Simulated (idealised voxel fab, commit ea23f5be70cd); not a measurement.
Documented hereafter: the process module known as voxel transistor to metal.
Shown is cross-section cut, with a width of 210 nm and square cells of size 5 nm.
Cross-section spec: square-cell grid; bands listed top down; each band is one or more rows. In this notation a band is specified by the heights of its top and bottom, in that order and in nm, after which its materials appear from left to right, each paired with its width in nm. The word "everywhere" attached to a single material means that material fills the band from edge to edge; the word "empty" stands for empty space. Height is counted from the level 0, under which the received wafer is composed throughout of one material. The lowest of the bands is not closed at the bottom but continues downward, in the notation "z 0 and below". A width such as "30 to 40" changes by the same amount from each row of cells to the next, from the band's top row to its bottom row. "left unchanged" for a step: no cell of the cross-section changed in that step. So "closed voids" is basically the list of trapped voids: any empty space of 8 cells or more that can't reach the top through an opening. They're written width x height at distance, the distance being from the left edge, and it's all nm. Post-settings text on a step line: simulator's own remark regarding the step. What "overlay nm" on a step's line means: if the step has a mask, that mask lay this far to the right of its planned place, or, when the value is negative, to the left.

**Planned step list for the process**
step 1: RECEIVE with material Si
step 2: CONFORMAL_DEP with material SiO2, thk nm 5
step 3: CONFORMAL_DEP with material SiN, thk nm 10
step 4: DIRECTIONAL_DEP with material aC, thk nm 10
step 5: PATTERN with tone cover, mask id ACTIVE, material resist, width nm 135, thk nm 30, overlay nm 0
step 6: DIRECTIONAL_ETCH with etch materials aC, depth nm 10
step 7: STRIP with etch materials resist
step 8: DIRECTIONAL_ETCH with etch materials SiN, depth nm 10
step 9: DIRECTIONAL_ETCH with etch materials SiO2, depth nm 5
step 10: DIRECTIONAL_ETCH with etch materials Si, depth nm 25
step 11: STRIP with etch materials aC
step 12: OXIDIZE with depth nm 5
step 13: FILL_DEP with material SiO2, thk nm 15
step 14: CMP with height nm 15
step 15: SELECTIVE_ETCH with etch materials SiO2, depth nm 5
step 16: STRIP with etch materials SiN
step 17: SELECTIVE_ETCH with etch materials SiO2, depth nm 5
step 18: OXIDIZE with depth nm 5
step 19: DIRECTIONAL_DEP with material polySi, thk nm 20
step 20: DIRECTIONAL_DEP with material SiCN, thk nm 15
step 21: DIRECTIONAL_DEP with material aC, thk nm 10
step 22: PATTERN with tone cover, mask id GATE, material resist, width nm 35, thk nm 25, overlay nm 0
step 23: DIRECTIONAL_ETCH with etch materials aC, depth nm 10
step 24: STRIP with etch materials resist
step 25: DIRECTIONAL_ETCH with etch materials SiCN, depth nm 25
step 26: DIRECTIONAL_ETCH with etch materials polySi, depth nm 30
step 27: STRIP with etch materials aC
step 28: CONFORMAL_DEP with material SiO2, thk nm 5
step 29: DIRECTIONAL_ETCH with etch materials SiO2, depth nm 5
step 30: CONFORMAL_DEP with material SiN, thk nm 5
step 31: DIRECTIONAL_ETCH with etch materials SiN, depth nm 5
step 32: DIRECTIONAL_ETCH with etch materials SiO2, depth nm 5
step 33: EPI with material pSi, thk nm 5
step 34: FILL_DEP with material SiO2, thk nm 10
step 35: CMP with height nm 20
step 36: STRIP with etch materials polySi
step 37: SELECTIVE_ETCH with etch materials SiO2, depth nm 5
step 38: CONFORMAL_DEP with material HfO2, thk nm 5
step 39: CONFORMAL_DEP with material TiN, thk nm 5
step 40: FILL_DEP with material W, thk nm 10
step 41: CMP with height nm 15
step 42: DIRECTIONAL_DEP with material SiO2, thk nm 15
step 43: MASKED_ETCH with tone open, mask id CONTACT, width nm 20, pitch nm 95, etch materials SiO2, depth nm 30, overlay nm 0
step 44: CONFORMAL_DEP with material TiN, thk nm 5
step 45: FILL_DEP with material W, thk nm 10
step 46: CMP with height nm 30
step 47: CONFORMAL_DEP with material SiN, thk nm 5
step 48: DIRECTIONAL_DEP with material SiO2, thk nm 15
step 49: PATTERN with tone open, mask id METAL_1, material resist, width nm 20, pitch nm 95, thk nm 20, overlay nm 0
step 50: DIRECTIONAL_ETCH with etch materials SiO2, depth nm 15
step 51: DIRECTIONAL_ETCH with etch materials SiN, depth nm 5
step 52: STRIP with etch materials resist
step 53: CONFORMAL_DEP with material TiN, thk nm 5
step 54: FILL_DEP with material Cu, thk nm 10
step 55: CMP with height nm 50
step 56: EPI with material Ru, thk nm 5
step 57: FILL_DEP with material SiCN, thk nm 5

**Step 1 complete: cross-section of the wafer as received**
  z 0 and below: Si everywhere
  closed voids: none

**Below is the wafer in cross-section after the module was completed. It began from the starting point shown above and followed the plan shown above, except that one mistake was made while running it**
  z 60 to 55: SiCN everywhere
  z 55 to 50: SiCN 40 nm  Ru 30 nm  SiCN 65 nm  Ru 30 nm  SiCN 45 nm
  z 50 to 35: SiO2 45 nm  TiN 5 nm  Cu 10 nm  TiN 5 nm  SiO2 75 nm  TiN 5 nm  Cu 10 nm  TiN 5 nm  SiO2 50 nm
  z 35 to 30: SiN 45 nm  TiN 20 nm  SiN 75 nm  TiN 20 nm  SiN 50 nm
  z 30 to 15: SiO2 45 nm  TiN 5 nm  W 10 nm  TiN 5 nm  SiO2 75 nm  TiN 5 nm  W 10 nm  TiN 5 nm  SiO2 50 nm
  z 15 to 5: SiO2 45 nm  TiN 5 nm  W 10 nm  TiN 5 nm  SiO2 10 nm  SiN 10 nm  TiN 5 nm  W 25 nm  TiN 5 nm  SiN 10 nm  SiO2 10 nm  TiN 5 nm  W 10 nm  TiN 5 nm  SiO2 50 nm
  z 5 to 0: SiO2 35 nm  SiN 5 nm  SiO2 5 nm  TiN 20 nm  SiO2 10 nm  SiN 10 nm  TiN 35 nm  SiN 10 nm  SiO2 10 nm  TiN 20 nm  SiO2 5 nm  SiN 5 nm  SiO2 40 nm
  z 0 to -5: SiO2 40 nm  pSi 35 nm  SiO2 5 nm  SiN 45 nm  SiO2 5 nm  pSi 35 nm  SiO2 45 nm
  z -5 to -30: SiO2 40 nm  Si 125 nm  SiO2 45 nm
  z -30 and below: Si everywhere
  closed voids: none
Here's what went sideways: it should be noted that step 38 was executed with settings other than those planned, the operation and settings actually applied being CONFORMAL_DEP with material SiN, thk nm 5
